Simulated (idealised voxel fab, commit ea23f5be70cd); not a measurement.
The following is a process module called voxel ribs on slabs.
Square cell edge 5 nm, section width 250 nm, ID cut.
Just so we're on the same page, the cross-sections are grids of square cells, and they're listed out in bands top to bottom, each band one or more rows deep. Heads up on the band format: heights come first, top then bottom, in nm. After that it's the materials left to right, each with its width in nm. A single material flagged "full width" fills the whole band edge to edge, and "blank" means there's empty space there. The level at which height equals 0 is the one under which the wafer, as it arrives, is entirely one material. No lower edge exists for the bottom band, which continues downward and is notated as in "0 -> down". A two-number width, for instance "30 to 40", indicates that the width is equal to the first number in the top row of the band and to the second number in the bottom row, and that it changes by a constant amount per row of cells. Given "remained the same" for a step, no cell of the cross-section differs between before and after that step. Sealed void list: empty space of 8 cells or more with no open way to the top, each as width x height at its distance from the left edge, in nm. Read whatever lies past the settings on a step's line as the simulator's own remark about the step. If you see "overlay nm" on a step's line and that step has a mask, it's telling you how far right of where it was planned the mask ended up; a negative number means it went left instead.
## The process steps that were planned are listed below
1 RECEIVE | material Si
2 DIRECTIONAL_DEP | material SiO2 | thk nm 30
3 DIRECTIONAL_DEP | material polySi | thk nm 20
4 PATTERN | tone cover | mask id RIB | material resist | width nm 30 | thk nm 20 | overlay nm 0
5 DIRECTIONAL_ETCH | etch materials polySi | depth nm 5
6 STRIP | etch materials resist
7 MASKED_ETCH | tone cover | mask id SLAB | width nm 90 | etch materials polySi | depth nm 15 | overlay nm 0
8 FILL_DEP | material SiO2 | thk nm 15
9 CMP | height nm 60
10 DIRECTIONAL_DEP | material TiN | thk nm 5
11 DIRECTIONAL_DEP | material aC | thk nm 10
12 PATTERN | tone cover | mask id HEATER | material resist | width nm 40 | thk nm 25 | overlay nm 0
13 DIRECTIONAL_ETCH | etch materials aC | depth nm 5
14 STRIP | etch materials resist
15 DIRECTIONAL_ETCH | etch materials TiN | depth nm 5
16 STRIP | etch materials aC
17 CONFORMAL_DEP | material SiO2 | thk nm 10
All wafers enter the flow in the same state. The depth nm at step 13 differs from wafer to wafer, and the plan gives the value for the first wafer.
## Step 1 complete: as-received cross-section of the first of several wafers
* 0 -> down: Si full width
* Sealed void list: none
## First of several wafers: cross-section at the end of the module, after step 17, its last step
* 75 -> 65: SiO2 full width
* 65 -> 60: TiN full width
* 60 -> 50: SiO2 full width
* 50 -> 45: SiO2 (110)  polySi (30)  SiO2 (110)
* 45 -> 30: SiO2 (80)  polySi (90)  SiO2 (80)
* 30 -> 0: SiO2 full width
* 0 -> down: Si full width
* Sealed void list: none
## Of the several wafers, the last: cross-section at the end of the module
* 75 -> 70: blank (95)  SiO2 (60)  blank (95)
* 70 -> 65: SiO2 full width
* 65 -> 60: SiO2 (105)  TiN (40)  SiO2 (105)
* 60 -> 50: SiO2 full width
* 50 -> 45: SiO2 (110)  polySi (30)  SiO2 (110)
* 45 -> 30: SiO2 (80)  polySi (90)  SiO2 (80)
* 30 -> 0: SiO2 full width
* 0 -> down: Si full width
* Sealed void list: none
## Every row in this table is a wafer at the end of the module, and it gives, for each of the materials, the cells that wafer has gained (+) or lost (-) since it was received, then its closed voids
depth nm 5 | +640 SiO2 | +50 TiN | +60 polySi | Sealed void list: none
depth nm 10 | +644 SiO2 | +8 TiN | +60 polySi | Sealed void list: none
depth nm 15 | +644 SiO2 | +8 TiN | +60 polySi | Sealed void list: none
depth nm 20 | +644 SiO2 | +8 TiN | +60 polySi | Sealed void list: none
depth nm 25 | +644 SiO2 | +8 TiN | +60 polySi | Sealed void list: none
